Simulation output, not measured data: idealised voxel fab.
Module name: voxel transistor to metal (process module)
Cross-section cut spans 150 nm and uses square cells 5 nm in size.
We lay out every cross-section as a grid of square cells and spell it out in bands from the top down, where one band means one or more rows of cells. It is stipulated that each band's entry specify, in nanometres, the height of the top of the band and then that of its bottom, followed by the materials of the band in left-to-right sequence, each together with its width in nanometres. A single material marked by the word "full width" is understood to fill the band from edge to edge; the word "air" is understood to denote empty space. Height reference: 0 = level under which incoming wafer is all one material. Lowest band: no bottom, runs on downward, e.g. "from 0 down". A width given as "30 to 40" starts at the first number in the band's top row and ends at the second number in its bottom row, shifting by an equal amount at every step from row to row. "changes: none", as given for a step, is the statement that not any cell of the cross-section underwent a change during that step. Empty spaces without an open route to the top, at least 8 cells in extent, make up the entry "Closed internal voids"; each is given as width x height at distance, where the distance is measured from the left edge, and all are in nm. Step line, after settings: the simulator's comment on this step. "overlay nm", when on a step's line for a step with a mask, measures how far to the right of its planned place the mask lay; a negative measure means to the left.
**The planned process steps are enumerated hereunder**
1. RECEIVE,material Si
2. OXIDIZE,depth nm 5
3. CONFORMAL_DEP,material SiN,thk nm 15
4. DIRECTIONAL_DEP,material aC,thk nm 10
5. PATTERN,tone cover,mask id ACTIVE,material resist,width nm 105,thk nm 25,overlay nm 0
6. DIRECTIONAL_ETCH,etch materials aC,depth nm 10
7. STRIP,etch materials resist
8. DIRECTIONAL_ETCH,etch materials SiN,depth nm 15
9. DIRECTIONAL_ETCH,etch materials SiO2,depth nm 5
10. DIRECTIONAL_ETCH,etch materials Si,depth nm 30
11. STRIP,etch materials aC
12. FILL_DEP,material SiO2,thk nm 10
13. CMP,height nm 15
14. SELECTIVE_ETCH,etch materials SiO2,depth nm 15
15. STRIP,etch materials SiN
16. SELECTIVE_ETCH,etch materials SiO2,depth nm 5
17. OXIDIZE,depth nm 5
18. DIRECTIONAL_DEP,material polySi,thk nm 30
19. DIRECTIONAL_DEP,material SiCN,thk nm 15
20. DIRECTIONAL_DEP,material aC,thk nm 10
21. PATTERN,tone cover,mask id GATE,material resist,width nm 25,thk nm 25,overlay nm 0
22. DIRECTIONAL_ETCH,etch materials aC,depth nm 10
23. STRIP,etch materials resist
24. DIRECTIONAL_ETCH,etch materials SiCN,depth nm 25
25. DIRECTIONAL_ETCH,etch materials polySi,depth nm 40
26. STRIP,etch materials aC
27. CONFORMAL_DEP,material SiN,thk nm 10
28. DIRECTIONAL_ETCH,etch materials SiN,depth nm 10
29. DIRECTIONAL_ETCH,etch materials SiO2,depth nm 5
30. DIRECTIONAL_ETCH,etch materials Si,depth nm 10
31. EPI,material pSi,thk nm 10
32. FILL_DEP,material SiO2,thk nm 5
33. CMP,height nm 25
34. STRIP,etch materials polySi
35. SELECTIVE_ETCH,etch materials SiO2,depth nm 5
36. CONFORMAL_DEP,material HfO2,thk nm 5
37. CONFORMAL_DEP,material TiN,thk nm 5
38. FILL_DEP,material W,thk nm 5
39. CMP,height nm 20
40. DIRECTIONAL_DEP,material SiO2,thk nm 15
41. MASKED_ETCH,tone open,mask id CONTACT,width nm 20,pitch nm 75,etch materials SiO2,depth nm 45,overlay nm 0
42. CONFORMAL_DEP,material TiN,thk nm 5
43. FILL_DEP,material W,thk nm 5
44. CMP,height nm 35
45. DIRECTIONAL_DEP,material TiN,thk nm 5
46. DIRECTIONAL_DEP,material W,thk nm 20
47. MASKED_ETCH,tone cover,mask id METAL_1,width nm 20,pitch nm 75,etch materials W,depth nm 20,overlay nm 0
48. MASKED_ETCH,tone cover,mask id METAL_1,width nm 20,pitch nm 75,etch materials TiN,depth nm 5,overlay nm 0
49. CONFORMAL_DEP,material SiCN,thk nm 5
50. FILL_DEP,material SiO2,thk nm 5
51. CMP,height nm 60
52. CONFORMAL_DEP,material SiCN,thk nm 5
**Cross-section: wafer on arrival = after step 1**
- from 0 down | Si full width
- Closed internal voids: none
**Cross-section, first of two wafers, end of module, run as planned**
- from 65 to 60 | SiCN full width
- from 60 to 40 | SiO2 20 nm; SiCN 5 nm; W 20 nm; SiCN 5 nm; SiO2 45 nm; SiCN 5 nm; W 20 nm; SiCN 5 nm; SiO2 25 nm
- from 40 to 35 | SiCN 25 nm; TiN 20 nm; SiCN 55 nm; TiN 20 nm; SiCN 30 nm
- from 35 to 20 | SiO2 25 nm; TiN 5 nm; W 10 nm; TiN 5 nm; SiO2 55 nm; TiN 5 nm; W 10 nm; TiN 5 nm; SiO2 30 nm
- from 20 to 5 | SiO2 25 nm; TiN 5 nm; W 10 nm; TiN 5 nm; SiO2 5 nm; SiN 10 nm; HfO2 5 nm; TiN 5 nm; W 5 nm; TiN 5 nm; HfO2 5 nm; SiN 10 nm; SiO2 5 nm; TiN 5 nm; W 10 nm; TiN 5 nm; SiO2 30 nm
- from 5 to 0 | SiO2 25 nm; TiN 5 nm; W 5 nm; TiN 10 nm; SiO2 5 nm; SiN 10 nm; HfO2 5 nm; TiN 5 nm; W 5 nm; TiN 5 nm; HfO2 5 nm; SiN 10 nm; SiO2 5 nm; TiN 10 nm; W 5 nm; TiN 5 nm; SiO2 30 nm
- from 0 to -5 | SiO2 25 nm; TiN 5 nm; W 5 nm; TiN 5 nm; pSi 10 nm; SiN 10 nm; HfO2 5 nm; TiN 15 nm; HfO2 5 nm; SiN 10 nm; pSi 10 nm; TiN 5 nm; W 5 nm; TiN 5 nm; SiO2 30 nm
- from -5 to -10 | SiO2 25 nm; TiN 15 nm; pSi 10 nm; SiO2 5 nm; HfO2 35 nm; SiO2 5 nm; pSi 10 nm; TiN 15 nm; SiO2 30 nm
- from -10 to -20 | SiO2 20 nm; pSi 30 nm; Si 45 nm; pSi 30 nm; SiO2 25 nm
- from -20 to -35 | SiO2 20 nm; Si 105 nm; SiO2 25 nm
- from -35 down | Si full width
- Closed internal voids: none
**Wafer two, sectioned after the module: the first wafer's start, the first wafer's plan, and one mistake in how it was run**
- from 65 to 60 | SiCN full width
- from 60 to 55 | SiCN 25 nm; TiN 20 nm; SiCN 55 nm; TiN 20 nm; SiCN 30 nm
- from 55 to 35 | W full width
- from 35 to 20 | SiO2 25 nm; TiN 5 nm; W 10 nm; TiN 5 nm; SiO2 55 nm; TiN 5 nm; W 10 nm; TiN 5 nm; SiO2 30 nm
- from 20 to 5 | SiO2 25 nm; TiN 5 nm; W 10 nm; TiN 5 nm; SiO2 5 nm; SiN 10 nm; HfO2 5 nm; TiN 5 nm; W 5 nm; TiN 5 nm; HfO2 5 nm; SiN 10 nm; SiO2 5 nm; TiN 5 nm; W 10 nm; TiN 5 nm; SiO2 30 nm
- from 5 to 0 | SiO2 25 nm; TiN 5 nm; W 5 nm; TiN 10 nm; SiO2 5 nm; SiN 10 nm; HfO2 5 nm; TiN 5 nm; W 5 nm; TiN 5 nm; HfO2 5 nm; SiN 10 nm; SiO2 5 nm; TiN 10 nm; W 5 nm; TiN 5 nm; SiO2 30 nm
- from 0 to -5 | SiO2 25 nm; TiN 5 nm; W 5 nm; TiN 5 nm; pSi 10 nm; SiN 10 nm; HfO2 5 nm; TiN 15 nm; HfO2 5 nm; SiN 10 nm; pSi 10 nm; TiN 5 nm; W 5 nm; TiN 5 nm; SiO2 30 nm
- from -5 to -10 | SiO2 25 nm; TiN 15 nm; pSi 10 nm; SiO2 5 nm; HfO2 35 nm; SiO2 5 nm; pSi 10 nm; TiN 15 nm; SiO2 30 nm
- from -10 to -20 | SiO2 20 nm; pSi 30 nm; Si 45 nm; pSi 30 nm; SiO2 25 nm
- from -20 to -35 | SiO2 20 nm; Si 105 nm; SiO2 25 nm
- from -35 down | Si full width
- Closed internal voids: none
Error vs. plan: step 46 occupied the plan position of step 45, and the converse holds as well
Once processing is complete, comparing cell counts shows that the second wafer has more or fewer of certain materials than the first: SiCN -16, SiO2 -72, W +88
